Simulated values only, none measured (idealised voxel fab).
process module | voxel capacitor over wiring
cross-section cut | 270 nm wide | cells 5 nm
A cross-section is a grid of square cells, given in bands from the top down. A band is one or more rows of cells.
Each band's line starts with the height of the band's top and of its bottom, in nm. Then come its materials from left to right, each with its width in nm. One material with "throughout" fills the band from edge to edge. "air" is empty space.
Height 0 is the level under which the wafer as received is all one material. The lowest band goes on downwards, as in "0 down".
A width such as "30 to 40" changes by the same amount from each row of cells to the next, from the band's top row to its bottom row.
"no change" after a step means that no cell of the cross-section changed.
closed voids: empty space of 8 cells or more with no open way to the top, each as width x height at its distance from the left edge, in nm
after a step's settings: what the simulator itself notes on the step
overlay nm, on a step with a mask: how far to the right of its planned place the mask lay; to the left if negative
plan
1 op RECEIVE | material Si
2 op CONFORMAL_DEP | material SiO2 | thk nm 15
3 op DIRECTIONAL_DEP | material TiN | thk nm 5
4 op DIRECTIONAL_DEP | material Ru | thk nm 25
5 op PATTERN | tone cover | mask id METAL_1 | material resist | width nm 20 | pitch nm 75 | thk nm 15 | overlay nm 0
6 op DIRECTIONAL_ETCH | etch materials Ru | depth nm 25
7 op DIRECTIONAL_ETCH | etch materials TiN | depth nm 5
8 op STRIP | etch materials resist
9 op CONFORMAL_DEP | material SiN | thk nm 5
10 op FILL_DEP | material lowk | thk nm 10
11 op CMP | height nm 45
12 op CONFORMAL_DEP | material SiCN | thk nm 5
13 op DIRECTIONAL_DEP | material lowk | thk nm 10
14 op DIRECTIONAL_DEP | material aC | thk nm 10
15 op PATTERN | tone open | mask id PLUG_1 | material resist | width nm 15 | thk nm 25 | overlay nm 0
16 op DIRECTIONAL_ETCH | etch materials aC | depth nm 10
17 op STRIP | etch materials resist
18 op DIRECTIONAL_ETCH | etch materials lowk | depth nm 10
19 op DIRECTIONAL_ETCH | etch materials SiCN | depth nm 5
20 op STRIP | etch materials aC
21 op CONFORMAL_DEP | material TiN | thk nm 5
22 op FILL_DEP | material Ru | thk nm 10
23 op CMP | height nm 60
24 op DIRECTIONAL_DEP | material TiN | thk nm 10
25 op DIRECTIONAL_DEP | material SiN | thk nm 5
26 op DIRECTIONAL_DEP | material TiN | thk nm 10
27 op PATTERN | tone cover | mask id UPPER_PLATE | material resist | width nm 60 | thk nm 20 | overlay nm 0
28 op DIRECTIONAL_ETCH | etch materials TiN | depth nm 10
29 op DIRECTIONAL_ETCH | etch materials SiN | depth nm 5
30 op STRIP | etch materials resist
31 op MASKED_ETCH | tone cover | mask id LOWER_PLATE | width nm 70 | etch materials TiN | depth nm 10 | overlay nm 0
32 op FILL_DEP | material SiO2 | thk nm 20
33 op CMP | height nm 100
34 op DIRECTIONAL_DEP | material aC | thk nm 10
35 op PATTERN | tone open | mask id PLUG_2 | material resist | width nm 15 | thk nm 25 | overlay nm 0
36 op DIRECTIONAL_ETCH | etch materials aC | depth nm 10
37 op STRIP | etch materials resist
38 op DIRECTIONAL_ETCH | etch materials SiO2 | depth nm 15
39 op STRIP | etch materials aC
40 op CONFORMAL_DEP | material TiN | thk nm 5
41 op FILL_DEP | material Ru | thk nm 10
42 op CMP | height nm 100
43 op CONFORMAL_DEP | material SiN | thk nm 5
first wafer, as planned
as received, after step 1
  0 down: Si throughout
  closed voids: none
after step 2
  15 to 0: SiO2 throughout
  below 0: unchanged
after step 3
  20 to 15: TiN throughout
  below 15: unchanged
after step 4
  45 to 20: Ru throughout
  below 20: unchanged
after step 5
  60 to 45: air 85 | resist 20 | air 55 | resist 20 | air 90
  below 45: unchanged
after step 6
  60 to 45: air 85 | resist 20 | air 55 | resist 20 | air 90
  45 to 20: air 85 | Ru 20 | air 55 | Ru 20 | air 90
  below 20: unchanged
after step 7
  60 to 45: air 85 | resist 20 | air 55 | resist 20 | air 90
  45 to 20: air 85 | Ru 20 | air 55 | Ru 20 | air 90
  20 to 15: air 85 | TiN 20 | air 55 | TiN 20 | air 90
  below 15: unchanged
after step 8
  45 to 20: air 85 | Ru 20 | air 55 | Ru 20 | air 90
  below 20: unchanged
after step 9
  50 to 45: air 80 | SiN 30 | air 45 | SiN 30 | air 85
  45 to 20: air 80 | SiN 5 | Ru 20 | SiN 5 | air 45 | SiN 5 | Ru 20 | SiN 5 | air 85
  20 to 15: SiN 85 | TiN 20 | SiN 55 | TiN 20 | SiN 90
  below 15: unchanged
after step 10
  60 to 50: lowk throughout
  50 to 45: lowk 80 | SiN 30 | lowk 45 | SiN 30 | lowk 85
  45 to 20: lowk 80 | SiN 5 | Ru 20 | SiN 5 | lowk 45 | SiN 5 | Ru 20 | SiN 5 | lowk 85
  below 20: unchanged
after step 11
  45 to 20: lowk 80 | SiN 5 | Ru 20 | SiN 5 | lowk 45 | SiN 5 | Ru 20 | SiN 5 | lowk 85
  below 20: unchanged
after step 12
  50 to 45: SiCN throughout
  below 45: unchanged
after step 13
  60 to 50: lowk throughout
  below 50: unchanged
after step 14
  70 to 60: aC throughout
  below 60: unchanged
after step 15
  95 to 70: resist 90 | air 15 | resist 165
  below 70: unchanged
after step 16
  85 to 70: resist 90 | air 15 | resist 165
  70 to 60: aC 90 | air 15 | aC 165
  below 60: unchanged
after step 17
  70 to 60: aC 90 | air 15 | aC 165
  below 60: unchanged
after step 18
  70 to 60: aC 90 | air 15 | aC 165
  60 to 50: lowk 90 | air 15 | lowk 165
  below 50: unchanged
after step 19
  70 to 60: aC 90 | air 15 | aC 165
  60 to 50: lowk 90 | air 15 | lowk 165
  50 to 45: SiCN 90 | air 15 | SiCN 165
  below 45: unchanged
after step 20
  60 to 50: lowk 90 | air 15 | lowk 165
  below 50: unchanged
after step 21
  65 to 60: TiN 95 | air 5 | TiN 170
  60 to 50: lowk 90 | TiN 5 | air 5 | TiN 5 | lowk 165
  50 to 45: SiCN 90 | TiN 15 | SiCN 165
  below 45: unchanged
after step 22
  75 to 65: Ru throughout
  65 to 60: TiN 95 | Ru 5 | TiN 170
  60 to 50: lowk 90 | TiN 5 | Ru 5 | TiN 5 | lowk 165
  below 50: unchanged
after step 23
  60 to 50: lowk 90 | TiN 5 | Ru 5 | TiN 5 | lowk 165
  below 50: unchanged
after step 24
  70 to 60: TiN throughout
  below 60: unchanged
after step 25
  75 to 70: SiN throughout
  below 70: unchanged
after step 26
  85 to 75: TiN throughout
  below 75: unchanged
after step 27
  105 to 85: air 90 | resist 60 | air 120
  below 85: unchanged
after step 28
  105 to 85: air 90 | resist 60 | air 120
  85 to 75: air 90 | TiN 60 | air 120
  below 75: unchanged
after step 29
  105 to 85: air 90 | resist 60 | air 120
  85 to 75: air 90 | TiN 60 | air 120
  75 to 70: air 90 | SiN 60 | air 120
  below 70: unchanged
after step 30
  85 to 75: air 90 | TiN 60 | air 120
  below 75: unchanged
after step 31
  85 to 75: air 90 | TiN 60 | air 120
  75 to 70: air 90 | SiN 60 | air 120
  70 to 60: air 85 | TiN 70 | air 115
  below 60: unchanged
after step 32
  105 to 85: SiO2 throughout
  85 to 75: SiO2 90 | TiN 60 | SiO2 120
  75 to 70: SiO2 90 | SiN 60 | SiO2 120
  70 to 60: SiO2 85 | TiN 70 | SiO2 115
  below 60: unchanged
after step 33
  100 to 85: SiO2 throughout
  below 85: unchanged
after step 34
  110 to 100: aC throughout
  below 100: unchanged
after step 35
  135 to 110: resist 100 | air 15 | resist 155
  below 110: unchanged
after step 36
  125 to 110: resist 100 | air 15 | resist 155
  110 to 100: aC 100 | air 15 | aC 155
  below 100: unchanged
after step 37
  110 to 100: aC 100 | air 15 | aC 155
  below 100: unchanged
after step 38
  110 to 100: aC 100 | air 15 | aC 155
  100 to 85: SiO2 100 | air 15 | SiO2 155
  below 85: unchanged
after step 39
  100 to 85: SiO2 100 | air 15 | SiO2 155
  below 85: unchanged
after step 40
  105 to 100: TiN 105 | air 5 | TiN 160
  100 to 90: SiO2 100 | TiN 5 | air 5 | TiN 5 | SiO2 155
  90 to 85: SiO2 100 | TiN 15 | SiO2 155
  below 85: unchanged
after step 41
  115 to 105: Ru throughout
  105 to 100: TiN 105 | Ru 5 | TiN 160
  100 to 90: SiO2 100 | TiN 5 | Ru 5 | TiN 5 | SiO2 155
  below 90: unchanged
after step 42
  100 to 90: SiO2 100 | TiN 5 | Ru 5 | TiN 5 | SiO2 155
  below 90: unchanged
after step 43
  105 to 100: SiN throughout
  below 100: unchanged
second wafer: like start, like plan, one mistake. Through step 11 it matches the first wafer
when step 12 should have ended
  55 to 45: lowk throughout
  below 45: unchanged
when step 13 should have ended
  60 to 55: SiCN throughout
  below 55: unchanged
when step 14 should have ended
  70 to 60: aC throughout
  below 60: unchanged
when step 15 should have ended
  95 to 70: resist 90 | air 15 | resist 165
  below 70: unchanged
when step 16 should have ended
  85 to 70: resist 90 | air 15 | resist 165
  70 to 60: aC 90 | air 15 | aC 165
  below 60: unchanged
when step 17 should have ended
  70 to 60: aC 90 | air 15 | aC 165
  below 60: unchanged
when step 18 should have ended: no change
when step 19 should have ended
  70 to 60: aC 90 | air 15 | aC 165
  60 to 55: SiCN 90 | air 15 | SiCN 165
  below 55: unchanged
when step 20 should have ended
  60 to 55: SiCN 90 | air 15 | SiCN 165
  below 55: unchanged
when step 21 should have ended
  65 to 60: TiN 95 | air 5 | TiN 170
  60 to 55: SiCN 90 | TiN 15 | SiCN 165
  below 55: unchanged
when step 22 should have ended
  75 to 65: Ru throughout
  65 to 60: TiN 95 | Ru 5 | TiN 170
  below 60: unchanged
when step 23 should have ended
  60 to 55: SiCN 90 | TiN 15 | SiCN 165
  below 55: unchanged
when step 24 should have ended
  70 to 60: TiN throughout
  below 60: unchanged
when step 25 should have ended
  75 to 70: SiN throughout
  below 70: unchanged
when step 26 should have ended
  85 to 75: TiN throughout
  below 75: unchanged
when step 27 should have ended
  105 to 85: air 90 | resist 60 | air 120
  below 85: unchanged
when step 28 should have ended
  105 to 85: air 90 | resist 60 | air 120
  85 to 75: air 90 | TiN 60 | air 120
  below 75: unchanged
when step 29 should have ended
  105 to 85: air 90 | resist 60 | air 120
  85 to 75: air 90 | TiN 60 | air 120
  75 to 70: air 90 | SiN 60 | air 120
  below 70: unchanged
when step 30 should have ended
  85 to 75: air 90 | TiN 60 | air 120
  below 75: unchanged
when step 31 should have ended
  85 to 75: air 90 | TiN 60 | air 120
  75 to 70: air 90 | SiN 60 | air 120
  70 to 60: air 85 | TiN 70 | air 115
  below 60: unchanged
when step 32 should have ended
  105 to 85: SiO2 throughout
  85 to 75: SiO2 90 | TiN 60 | SiO2 120
  75 to 70: SiO2 90 | SiN 60 | SiO2 120
  70 to 60: SiO2 85 | TiN 70 | SiO2 115
  below 60: unchanged
when step 33 should have ended
  100 to 85: SiO2 throughout
  below 85: unchanged
when step 34 should have ended
  110 to 100: aC throughout
  below 100: unchanged
when step 35 should have ended
  135 to 110: resist 100 | air 15 | resist 155
  below 110: unchanged
when step 36 should have ended
  125 to 110: resist 100 | air 15 | resist 155
  110 to 100: aC 100 | air 15 | aC 155
  below 100: unchanged
when step 37 should have ended
  110 to 100: aC 100 | air 15 | aC 155
  below 100: unchanged
when step 38 should have ended
  110 to 100: aC 100 | air 15 | aC 155
  100 to 85: SiO2 100 | air 15 | SiO2 155
  below 85: unchanged
when step 39 should have ended
  100 to 85: SiO2 100 | air 15 | SiO2 155
  below 85: unchanged
when step 40 should have ended
  105 to 100: TiN 105 | air 5 | TiN 160
  100 to 90: SiO2 100 | TiN 5 | air 5 | TiN 5 | SiO2 155
  90 to 85: SiO2 100 | TiN 15 | SiO2 155
  below 85: unchanged
when step 41 should have ended
  115 to 105: Ru throughout
  105 to 100: TiN 105 | Ru 5 | TiN 160
  100 to 90: SiO2 100 | TiN 5 | Ru 5 | TiN 5 | SiO2 155
  below 90: unchanged
when step 42 should have ended
  100 to 90: SiO2 100 | TiN 5 | Ru 5 | TiN 5 | SiO2 155
  below 90: unchanged
when step 43 should have ended
  105 to 100: SiN throughout
  below 100: unchanged
what went wrong: steps 12 and 13 were swapped
at the end the second wafer has, in cells: 2 fewer of Ru | 4 fewer of TiN | 6 more of lowk
